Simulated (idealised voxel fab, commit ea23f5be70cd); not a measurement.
The following process module bears the name voxel self aligned contacts.
The figure presents cross-section cut, which has a width of 230 nm and is divided into square cells with an edge length of 5 nm.
A cross-section is written here as square cells arranged in a grid, and it is given in bands from the top down, each band taking up one or more rows of cells. Basically the band line says how high the top is and how high the bottom is, in nm, and then what's in it from left to right, every material with its width in nm. Empty space shows up as "empty", and if a single material carries "throughout" it runs the full band edge to edge. Note: height 0 marks the level under which the wafer is uniformly one material as received. Lowest band unbounded below, written "0 -> down". It should be noted that a width expressed as "30..40" varies in equal increments from row to row of cells within the band, taking the value of the first number at the top row and that of the second number at the bottom row. Given "nothing got changed" for a step, no cell of the cross-section differs between before and after that step. Closed empty spaces (no open way to the top) of 8 cells or more are what "Closed void roster" lists, each as width x height at distance from the left edge, nm for all three. after a step's settings: what the simulator itself notes on the step. "overlay nm" denotes, for a step that has a mask, the displacement of the mask to the right of its planned place, with negative values corresponding to the left.

## Listed below are the process steps as planned
1,RECEIVE: material Si
2,OXIDIZE: depth nm 5
3,DIRECTIONAL_DEP: material polySi, thk nm 30
4,DIRECTIONAL_DEP: material SiN, thk nm 20
5,DIRECTIONAL_DEP: material aC, thk nm 10
6,PATTERN: tone cover, mask id GATE, material resist, width nm 30, pitch nm 60, thk nm 25, overlay nm 0
7,DIRECTIONAL_ETCH: etch materials aC, depth nm 10
8,STRIP: etch materials resist
9,DIRECTIONAL_ETCH: etch materials SiN, depth nm 20
10,DIRECTIONAL_ETCH: etch materials polySi, depth nm 30
11,STRIP: etch materials aC
12,CONFORMAL_DEP: material SiN, thk nm 5
13,DIRECTIONAL_ETCH: etch materials SiN, depth nm 5
14,FILL_DEP: material SiO2, thk nm 15
15,CMP: height nm 60
16,MASKED_ETCH: tone open, mask id CONTACT, width nm 40, pitch nm 60, etch materials SiO2, depth nm 65, overlay nm 0
17,CONFORMAL_DEP: material TiN, thk nm 5
18,FILL_DEP: material W, thk nm 10
19,CMP: height nm 60
20,CONFORMAL_DEP: material SiN, thk nm 5

## On the first of the two wafers: run conducted according to plan

## Cross-section of the wafer upon arrival, representing the state reached after step 1
0 -> down: Si throughout
Closed void roster: none

## Cross-sectional representation of the wafer at the conclusion of step 2
0 -> -5: SiO2 throughout
Unchanged below -5.

## Cross-sectional representation of the wafer at the conclusion of step 3
30 -> 0: polySi throughout
Unchanged below 0.

## Cross-sectional representation of the wafer at the conclusion of step 4
50 -> 30: SiN throughout
Unchanged below 30.

## Cross-sectional representation of the wafer at the conclusion of step 5
60 -> 50: aC throughout
Unchanged below 50.

## Cross-sectional representation of the wafer at the conclusion of step 6
85 -> 60: empty=40 / resist=30 / empty=30 / resist=30 / empty=30 / resist=30 / empty=40
Unchanged below 60.

## Cross-sectional representation of the wafer at the conclusion of step 7
75 -> 60: empty=40 / resist=30 / empty=30 / resist=30 / empty=30 / resist=30 / empty=40
60 -> 50: empty=40 / aC=30 / empty=30 / aC=30 / empty=30 / aC=30 / empty=40
Unchanged below 50.

## Cross-sectional representation of the wafer at the conclusion of step 8
60 -> 50: empty=40 / aC=30 / empty=30 / aC=30 / empty=30 / aC=30 / empty=40
Unchanged below 50.

## Cross-sectional representation of the wafer at the conclusion of step 9
60 -> 50: empty=40 / aC=30 / empty=30 / aC=30 / empty=30 / aC=30 / empty=40
50 -> 30: empty=40 / SiN=30 / empty=30 / SiN=30 / empty=30 / SiN=30 / empty=40
Unchanged below 30.

## Cross-sectional representation of the wafer at the conclusion of step 10
60 -> 50: empty=40 / aC=30 / empty=30 / aC=30 / empty=30 / aC=30 / empty=40
50 -> 30: empty=40 / SiN=30 / empty=30 / SiN=30 / empty=30 / SiN=30 / empty=40
30 -> 0: empty=40 / polySi=30 / empty=30 / polySi=30 / empty=30 / polySi=30 / empty=40
Unchanged below 0.

## Cross-sectional representation of the wafer at the conclusion of step 11
50 -> 30: empty=40 / SiN=30 / empty=30 / SiN=30 / empty=30 / SiN=30 / empty=40
Unchanged below 30.

## Cross-sectional representation of the wafer at the conclusion of step 12
55 -> 30: empty=35 / SiN=40 / empty=20 / SiN=40 / empty=20 / SiN=40 / empty=35
30 -> 5: empty=35 / SiN=5 / polySi=30 / SiN=5 / empty=20 / SiN=5 / polySi=30 / SiN=5 / empty=20 / SiN=5 / polySi=30 / SiN=5 / empty=35
5 -> 0: SiN=40 / polySi=30 / SiN=30 / polySi=30 / SiN=30 / polySi=30 / SiN=40
Unchanged below 0.

## Cross-sectional representation of the wafer at the conclusion of step 13
50 -> 30: empty=35 / SiN=40 / empty=20 / SiN=40 / empty=20 / SiN=40 / empty=35
30 -> 0: empty=35 / SiN=5 / polySi=30 / SiN=5 / empty=20 / SiN=5 / polySi=30 / SiN=5 / empty=20 / SiN=5 / polySi=30 / SiN=5 / empty=35
Unchanged below 0.

## Cross-sectional representation of the wafer at the conclusion of step 14
65 -> 50: SiO2 throughout
50 -> 30: SiO2=35 / SiN=40 / SiO2=20 / SiN=40 / SiO2=20 / SiN=40 / SiO2=35
30 -> 0: SiO2=35 / SiN=5 / polySi=30 / SiN=5 / SiO2=20 / SiN=5 / polySi=30 / SiN=5 / SiO2=20 / SiN=5 / polySi=30 / SiN=5 / SiO2=35
Unchanged below 0.

## Cross-sectional representation of the wafer at the conclusion of step 15
60 -> 50: SiO2 throughout
Unchanged below 50.

## Cross-sectional representation of the wafer at the conclusion of step 16
60 -> 50: SiO2=65 / empty=40 / SiO2=20 / empty=40 / SiO2=65
50 -> 30: SiO2=35 / SiN=40 / empty=20 / SiN=40 / empty=20 / SiN=40 / SiO2=35
30 -> 0: SiO2=35 / SiN=5 / polySi=30 / SiN=5 / empty=20 / SiN=5 / polySi=30 / SiN=5 / empty=20 / SiN=5 / polySi=30 / SiN=5 / SiO2=35
0 -> -5: SiO2=75 / empty=20 / SiO2=40 / empty=20 / SiO2=75
Unchanged below -5.

## Cross-sectional representation of the wafer at the conclusion of step 17
65 -> 60: TiN=70 / empty=30 / TiN=30 / empty=30 / TiN=70
60 -> 50: SiO2=65 / TiN=5..15 / empty=30..10 / TiN=5..15 / SiO2=20 / TiN=5..15 / empty=30..10 / TiN=5..15 / SiO2=65
50 -> 30: SiO2=35 / SiN=40 / TiN=5 / empty=10 / TiN=5 / SiN=40 / TiN=5 / empty=10 / TiN=5 / SiN=40 / SiO2=35
30 -> 0: SiO2=35 / SiN=5 / polySi=30 / SiN=5 / TiN=5 / empty=10 / TiN=5 / SiN=5 / polySi=30 / SiN=5 / TiN=5 / empty=10 / TiN=5 / SiN=5 / polySi=30 / SiN=5 / SiO2=35
0 -> -5: SiO2=75 / TiN=20 / SiO2=40 / TiN=20 / SiO2=75
Unchanged below -5.

## Cross-sectional representation of the wafer at the conclusion of step 18
75 -> 65: W throughout
65 -> 60: TiN=70 / W=30 / TiN=30 / W=30 / TiN=70
60 -> 50: SiO2=65 / TiN=5..15 / W=30..10 / TiN=5..15 / SiO2=20 / TiN=5..15 / W=30..10 / TiN=5..15 / SiO2=65
50 -> 30: SiO2=35 / SiN=40 / TiN=5 / W=10 / TiN=5 / SiN=40 / TiN=5 / W=10 / TiN=5 / SiN=40 / SiO2=35
30 -> 0: SiO2=35 / SiN=5 / polySi=30 / SiN=5 / TiN=5 / W=10 / TiN=5 / SiN=5 / polySi=30 / SiN=5 / TiN=5 / W=10 / TiN=5 / SiN=5 / polySi=30 / SiN=5 / SiO2=35
Unchanged below 0.

## Cross-sectional representation of the wafer at the conclusion of step 19
60 -> 50: SiO2=65 / TiN=5..15 / W=30..10 / TiN=5..15 / SiO2=20 / TiN=5..15 / W=30..10 / TiN=5..15 / SiO2=65
Unchanged below 50.

## Cross-sectional representation of the wafer at the conclusion of step 20
65 -> 60: SiN throughout
Unchanged below 60.

## Second wafer: same start and same plan as the first, one execution error; identical to the first through step 5

## Look at the second wafer in cross-section at the time step 6 ought to have finished
85 -> 60: empty=45 / resist=30 / empty=30 / resist=30 / empty=30 / resist=30 / empty=35
Unchanged below 60.

## Look at the second wafer in cross-section at the time step 7 ought to have finished
75 -> 60: empty=45 / resist=30 / empty=30 / resist=30 / empty=30 / resist=30 / empty=35
60 -> 50: empty=45 / aC=30 / empty=30 / aC=30 / empty=30 / aC=30 / empty=35
Unchanged below 50.

## Look at the second wafer in cross-section at the time step 8 ought to have finished
60 -> 50: empty=45 / aC=30 / empty=30 / aC=30 / empty=30 / aC=30 / empty=35
Unchanged below 50.

## Look at the second wafer in cross-section at the time step 9 ought to have finished
60 -> 50: empty=45 / aC=30 / empty=30 / aC=30 / empty=30 / aC=30 / empty=35
50 -> 30: empty=45 / SiN=30 / empty=30 / SiN=30 / empty=30 / SiN=30 / empty=35
Unchanged below 30.

## Look at the second wafer in cross-section at the time step 10 ought to have finished
60 -> 50: empty=45 / aC=30 / empty=30 / aC=30 / empty=30 / aC=30 / empty=35
50 -> 30: empty=45 / SiN=30 / empty=30 / SiN=30 / empty=30 / SiN=30 / empty=35
30 -> 0: empty=45 / polySi=30 / empty=30 / polySi=30 / empty=30 / polySi=30 / empty=35
Unchanged below 0.

## Look at the second wafer in cross-section at the time step 11 ought to have finished
50 -> 30: empty=45 / SiN=30 / empty=30 / SiN=30 / empty=30 / SiN=30 / empty=35
Unchanged below 30.

## Look at the second wafer in cross-section at the time step 12 ought to have finished
55 -> 30: empty=40 / SiN=40 / empty=20 / SiN=40 / empty=20 / SiN=40 / empty=30
30 -> 5: empty=40 / SiN=5 / polySi=30 / SiN=5 / empty=20 / SiN=5 / polySi=30 / SiN=5 / empty=20 / SiN=5 / polySi=30 / SiN=5 / empty=30
5 -> 0: SiN=45 / polySi=30 / SiN=30 / polySi=30 / SiN=30 / polySi=30 / SiN=35
Unchanged below 0.

## Look at the second wafer in cross-section at the time step 13 ought to have finished
50 -> 30: empty=40 / SiN=40 / empty=20 / SiN=40 / empty=20 / SiN=40 / empty=30
30 -> 0: empty=40 / SiN=5 / polySi=30 / SiN=5 / empty=20 / SiN=5 / polySi=30 / SiN=5 / empty=20 / SiN=5 / polySi=30 / SiN=5 / empty=30
Unchanged below 0.

## Look at the second wafer in cross-section at the time step 14 ought to have finished
65 -> 50: SiO2 throughout
50 -> 30: SiO2=40 / SiN=40 / SiO2=20 / SiN=40 / SiO2=20 / SiN=40 / SiO2=30
30 -> 0: SiO2=40 / SiN=5 / polySi=30 / SiN=5 / SiO2=20 / SiN=5 / polySi=30 / SiN=5 / SiO2=20 / SiN=5 / polySi=30 / SiN=5 / SiO2=30
Unchanged below 0.

## Look at the second wafer in cross-section at the time step 15 ought to have finished
60 -> 50: SiO2 throughout
Unchanged below 50.

## Look at the second wafer in cross-section at the time step 16 ought to have finished
60 -> 50: SiO2=65 / empty=40 / SiO2=20 / empty=40 / SiO2=65
50 -> 30: SiO2=40 / SiN=40 / empty=20 / SiN=40 / empty=20 / SiN=40 / SiO2=30
30 -> 0: SiO2=40 / SiN=5 / polySi=30 / SiN=5 / empty=20 / SiN=5 / polySi=30 / SiN=5 / empty=20 / SiN=5 / polySi=30 / SiN=5 / SiO2=30
0 -> -5: SiO2=80 / empty=20 / SiO2=40 / empty=20 / SiO2=70
Unchanged below -5.

## Look at the second wafer in cross-section at the time step 17 ought to have finished
65 -> 60: TiN=70 / empty=30 / TiN=30 / empty=30 / TiN=70
60 -> 50: SiO2=65 / TiN=5..20 / empty=30..10 / TiN=5..10 / SiO2=20 / TiN=5..20 / empty=30..10 / TiN=5..10 / SiO2=65
50 -> 30: SiO2=40 / SiN=40 / TiN=5 / empty=10 / TiN=5 / SiN=40 / TiN=5 / empty=10 / TiN=5 / SiN=40 / SiO2=30
30 -> 0: SiO2=40 / SiN=5 / polySi=30 / SiN=5 / TiN=5 / empty=10 / TiN=5 / SiN=5 / polySi=30 / SiN=5 / TiN=5 / empty=10 / TiN=5 / SiN=5 / polySi=30 / SiN=5 / SiO2=30
0 -> -5: SiO2=80 / TiN=20 / SiO2=40 / TiN=20 / SiO2=70
Unchanged below -5.

## Look at the second wafer in cross-section at the time step 18 ought to have finished
75 -> 65: W throughout
65 -> 60: TiN=70 / W=30 / TiN=30 / W=30 / TiN=70
60 -> 50: SiO2=65 / TiN=5..20 / W=30..10 / TiN=5..10 / SiO2=20 / TiN=5..20 / W=30..10 / TiN=5..10 / SiO2=65
50 -> 30: SiO2=40 / SiN=40 / TiN=5 / W=10 / TiN=5 / SiN=40 / TiN=5 / W=10 / TiN=5 / SiN=40 / SiO2=30
30 -> 0: SiO2=40 / SiN=5 / polySi=30 / SiN=5 / TiN=5 / W=10 / TiN=5 / SiN=5 / polySi=30 / SiN=5 / TiN=5 / W=10 / TiN=5 / SiN=5 / polySi=30 / SiN=5 / SiO2=30
Unchanged below 0.

## Look at the second wafer in cross-section at the time step 19 ought to have finished
60 -> 50: SiO2=65 / TiN=5..20 / W=30..10 / TiN=5..10 / SiO2=20 / TiN=5..20 / W=30..10 / TiN=5..10 / SiO2=65
Unchanged below 50.

## Look at the second wafer in cross-section at the time step 20 ought to have finished
65 -> 60: SiN throughout
Unchanged below 60.
What went wrong in running the wafer? step 6 ran with different settings than intended, the actual operation and settings being PATTERN: tone cover, mask id GATE, material resist, width nm 30, pitch nm 60, thk nm 25, overlay nm 5
In the final comparison it is observed that the number of cells assigned to each material is identical for the two wafers, whereas their placement is not.
